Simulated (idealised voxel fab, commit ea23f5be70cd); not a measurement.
voxel self aligned vias: a process module
Each square cell in cross-section cut measures 5 nm, and the section as a whole is 275 nm wide.
When this document writes out a cross-section, it uses a grid of square cells and lists it as bands, beginning at the top and moving down, with a band standing for one or more rows of cells. What a band's entry tells you: where the top is and where the bottom is, as heights in nm, and after that what lies inside, material by material from left to right, each with its width in nm. Empty space is written as the word "blank", and a single material marked with the word "everywhere" occupies the band from edge to edge. Height 0 is the level under which the wafer as received is all one material. The lowest band goes on downwards, as in "0 down". So if you see something like "30->40" for the width, read it as the top row of the band sitting at the first number and the bottom row at the second, with every row in between moving by the same amount as the last. Where a step carries "identical to before", the cross-section came out of it unchanged, cell for cell. "Closed voids list" means: voids of 8 cells or more that are shut off from the top with no open way through. Written width x height at distance, distance from the left edge, in nm. On a step's line, text after the settings is the simulator commenting on that step. Each step line may optionally specify "overlay nm", which for a step with a mask gives the rightward distance between the mask's planned place and where it lay, a negative value indicating the leftward direction.
### So here's the lineup of process steps we planned
1. RECEIVE (material Si)
2. CONFORMAL_DEP (material SiO2; thk nm 15)
3. CONFORMAL_DEP (material SiCN; thk nm 5)
4. DIRECTIONAL_DEP (material SiO2; thk nm 20)
5. PATTERN (tone open; mask id LINES; material resist; width nm 20; pitch nm 55; thk nm 15; overlay nm 0)
6. DIRECTIONAL_ETCH (etch materials SiO2; depth nm 20)
7. STRIP (etch materials resist)
8. CONFORMAL_DEP (material TiN; thk nm 5)
9. FILL_DEP (material Ru; thk nm 5)
10. CMP (height nm 35)
11. SELECTIVE_ETCH (etch materials W Ru TiN; depth nm 10)
12. FILL_DEP (material SiN; thk nm 5)
13. CMP (height nm 40)
14. DIRECTIONAL_DEP (material SiO2; thk nm 15)
15. MASKED_ETCH (tone open; mask id VIAS; width nm 30; pitch nm 55; etch materials SiO2; depth nm 15; overlay nm 0)
16. MASKED_ETCH (tone open; mask id VIAS; width nm 30; pitch nm 55; etch materials SiN; depth nm 10; overlay nm 0)
17. CONFORMAL_DEP (material TiN; thk nm 5)
18. FILL_DEP (material W; thk nm 5)
19. CMP (height nm 55)
20. CONFORMAL_DEP (material SiCN; thk nm 5)
Every wafer here starts from the same state; it is the step 10 height nm that distinguishes them, and the value the plan gives belongs to the first wafer.
### first wafer as received, after step 1
  0 down = Si everywhere
  Closed voids list: none
### Cross-section of the first of several wafers once the module has run through its last step, step 20
  60 to 55 = SiCN everywhere
  55 to 40 = SiO2 65 nm  TiN 5 nm  W 20 nm  TiN 5 nm  SiO2 25 nm  TiN 5 nm  W 20 nm  TiN 5 nm  SiO2 25 nm  TiN 5 nm  W 20 nm  TiN 5 nm  SiO2 70 nm
  40 to 35 = SiN 65 nm  TiN 10 nm  W 10 nm  TiN 10 nm  SiN 25 nm  TiN 10 nm  W 10 nm  TiN 10 nm  SiN 25 nm  TiN 10 nm  W 10 nm  TiN 10 nm  SiN 70 nm
  35 to 30 = SiO2 70 nm  TiN 20 nm  SiO2 35 nm  TiN 20 nm  SiO2 35 nm  TiN 20 nm  SiO2 75 nm
  30 to 25 = SiO2 70 nm  SiN 20 nm  SiO2 35 nm  SiN 20 nm  SiO2 35 nm  SiN 20 nm  SiO2 75 nm
  25 to 20 = SiO2 70 nm  TiN 20 nm  SiO2 35 nm  TiN 20 nm  SiO2 35 nm  TiN 20 nm  SiO2 75 nm
  20 to 15 = SiCN everywhere
  15 to 0 = SiO2 everywhere
  0 down = Si everywhere
  Closed voids list: none
### Cross-sectional depiction of the last of several wafers upon completion of the module
  60 to 55 = SiCN everywhere
  55 to 45 = SiO2 65 nm  TiN 5 nm  W 20 nm  TiN 5 nm  SiO2 25 nm  TiN 5 nm  W 20 nm  TiN 5 nm  SiO2 25 nm  TiN 5 nm  W 20 nm  TiN 5 nm  SiO2 70 nm
  45 to 40 = SiO2 65 nm  TiN 30 nm  SiO2 25 nm  TiN 30 nm  SiO2 25 nm  TiN 30 nm  SiO2 70 nm
  40 to 25 = SiO2 70 nm  TiN 5 nm  Ru 10 nm  TiN 5 nm  SiO2 35 nm  TiN 5 nm  Ru 10 nm  TiN 5 nm  SiO2 35 nm  TiN 5 nm  Ru 10 nm  TiN 5 nm  SiO2 75 nm
  25 to 20 = SiO2 70 nm  TiN 20 nm  SiO2 35 nm  TiN 20 nm  SiO2 35 nm  TiN 20 nm  SiO2 75 nm
  20 to 15 = SiCN everywhere
  15 to 0 = SiO2 everywhere
  0 down = Si everywhere
  Closed voids list: none
### Wafer rows, end of module: cells per material gained (+) or lost (-) since receipt; closed voids last
height nm 35 | +110 SiCN | +49 SiN | +405 SiO2 | +54 TiN | +42 W | Closed voids list: none
height nm 40 | +6 Ru | +110 SiCN | +448 SiO2 | +60 TiN | +36 W | Closed voids list: none
height nm 45 | +12 Ru | +110 SiCN | +448 SiO2 | +60 TiN | +30 W | Closed voids list: none
height nm 50 | +18 Ru | +110 SiCN | +448 SiO2 | +60 TiN | +24 W | Closed voids list: none
